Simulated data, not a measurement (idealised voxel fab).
This is a process module. Its name is voxel ribs on slabs.
This is section cut - it's 240 nm across, gridded in 5 nm square cells.
Bands, listed from the top down, are how a cross-section gets written in this document; the cross-section itself is a grid of square cells, and a band is one or more rows of them.
Look at the band entry: it leads with the top's height and the bottom's height in nm. Then it lists the materials left to right, with a width in nm for each. The word "full width" on a single material says that material fills the band edge to edge. The word "blank" is empty space.
Ref level 0: as-received wafer is one material below here. Bottom band extends down with no lower bound ("0 -> down").
The two numbers in a width such as "30->40" mark its ends across the band: the first belongs to the top row of cells, the second to the bottom row, and from each row to the next the width moves by the same amount.
When a step is marked "left unchanged", none of the cells in the cross-section changed during that step.
Voids not open to the top, 8 cells minimum: see "Sealed void inventory". Written width x height at distance; distance is from the left edge; nm.
Where a step's line continues beyond its settings, the continuation is a remark by the simulator itself on that step.
The "overlay nm" setting may appear on a step's line; for a step that uses a mask, it gives how far to the right of its planned position the mask lay, and a negative value indicates the left.
The steps planned for the process are as follows:
1) op RECEIVE | material Si
2) op DIRECTIONAL_DEP | material SiO2 | thk nm 30
3) op DIRECTIONAL_DEP | material SiN | thk nm 20
4) op PATTERN | tone cover | mask id RIB | material resist | width nm 20 | thk nm 15 | overlay nm 0
5) op DIRECTIONAL_ETCH | etch materials SiN | depth nm 10
6) op STRIP | etch materials resist
7) op PATTERN | tone cover | mask id SLAB | material resist | width nm 70 | thk nm 15 | overlay nm 0
8) op DIRECTIONAL_ETCH | etch materials SiN | depth nm 10
9) op STRIP | etch materials resist
10) op FILL_DEP | material SiO2 | thk nm 30
11) op CMP | height nm 70
12) op DIRECTIONAL_DEP | material W | thk nm 10
13) op MASKED_ETCH | tone cover | mask id HEATER | width nm 30 | etch materials W | depth nm 10 | overlay nm 0
14) op CONFORMAL_DEP | material SiO2 | thk nm 10
Incoming wafer, cross-sectional view, post step 1:
    0 -> down  Si full width
    Sealed void inventory: none
The module was run from the start shown above using the plan shown above, but one mistake was made doing it; the resulting wafer cross-section is below:
    90 -> 80  blank: 95 / SiO2: 50 / blank: 95
    80 -> 70  SiO2: 105 / W: 30 / SiO2: 105
    70 -> 45  SiO2 full width
    45 -> 35  SiO2: 110 / SiN: 20 / SiO2: 110
    35 -> 30  SiO2: 85 / SiN: 70 / SiO2: 85
    30 -> 0  SiO2 full width
    0 -> down  Si full width
    Sealed void inventory: none
Where did the run depart from the plan? the process deviated at step 3: the operation and settings actually run there were op DIRECTIONAL_DEP | material SiN | thk nm 15
